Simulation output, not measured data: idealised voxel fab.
process module | voxel air gaps
cross-section cut | 245 nm wide | cells 5 nm
A cross-section is a grid of square cells, given in bands from the top down. A band is one or more rows of cells.
Each band's line starts with the height of the band's top and of its bottom, in nm. Then come its materials from left to right, each with its width in nm. One material with "throughout" fills the band from edge to edge. "air" is empty space.
Height 0 is the level under which the wafer as received is all one material. The lowest band goes on downwards, as in "0 down".
A width such as "30 to 40" changes by the same amount from each row of cells to the next, from the band's top row to its bottom row.
"no change" after a step means that no cell of the cross-section changed.
closed voids: empty space of 8 cells or more with no open way to the top, each as width x height at its distance from the left edge, in nm
after a step's settings: what the simulator itself notes on the step
overlay nm, on a step with a mask: how far to the right of its planned place the mask lay; to the left if negative
plan
1 op RECEIVE | material Si
2 op CONFORMAL_DEP | material SiO2 | thk nm 10
3 op CONFORMAL_DEP | material SiN | thk nm 5
4 op DIRECTIONAL_DEP | material lowk | thk nm 40
5 op DIRECTIONAL_DEP | material aC | thk nm 10
6 op PATTERN | tone open | mask id LINES | material resist | width nm 25 | pitch nm 50 | thk nm 30 | overlay nm 0
7 op DIRECTIONAL_ETCH | etch materials aC | depth nm 10
8 op STRIP | etch materials resist
9 op DIRECTIONAL_ETCH | etch materials lowk | depth nm 40
10 op STRIP | etch materials aC
11 op CONFORMAL_DEP | material TiN | thk nm 5
12 op FILL_DEP | material Ru | thk nm 5
13 op CMP | height nm 55
14 op EPI | material Ru | thk nm 10
15 op SELECTIVE_ETCH | etch materials lowk | depth nm 50
16 op CONFORMAL_DEP | material SiN | thk nm 5
as received, after step 1
  0 down: Si throughout
  closed voids: none
a wafer at the end: this start, this plan, one mistake
  70 to 65: air 45 | SiN 155 | air 45
  65 to 55: air 45 | SiN 5 | Ru 45 | SiN 5 | Ru 45 | SiN 5 | Ru 45 | SiN 5 | air 45
  55 to 50: air 45 | SiN 15 | TiN 5 | aC 15 | TiN 5 | SiN 25 | TiN 5 | aC 15 | TiN 5 | SiN 25 | TiN 5 | aC 15 | TiN 5 | SiN 15 | air 45
  50 to 20: air 55 | SiN 5 | TiN 5 | aC 15 | TiN 5 | SiN 5 | air 15 | SiN 5 | TiN 5 | aC 15 | TiN 5 | SiN 5 | air 15 | SiN 5 | TiN 5 | aC 15 | TiN 5 | SiN 5 | air 55
  20 to 15: SiN 60 | TiN 25 | SiN 25 | TiN 25 | SiN 25 | TiN 25 | SiN 60
  15 to 10: SiN throughout
  10 to 0: SiO2 throughout
  0 down: Si throughout
  closed voids: 15 x 30 at 90; 15 x 30 at 140
what went wrong: step 12 ran as: op FILL_DEP | material aC | thk nm 5
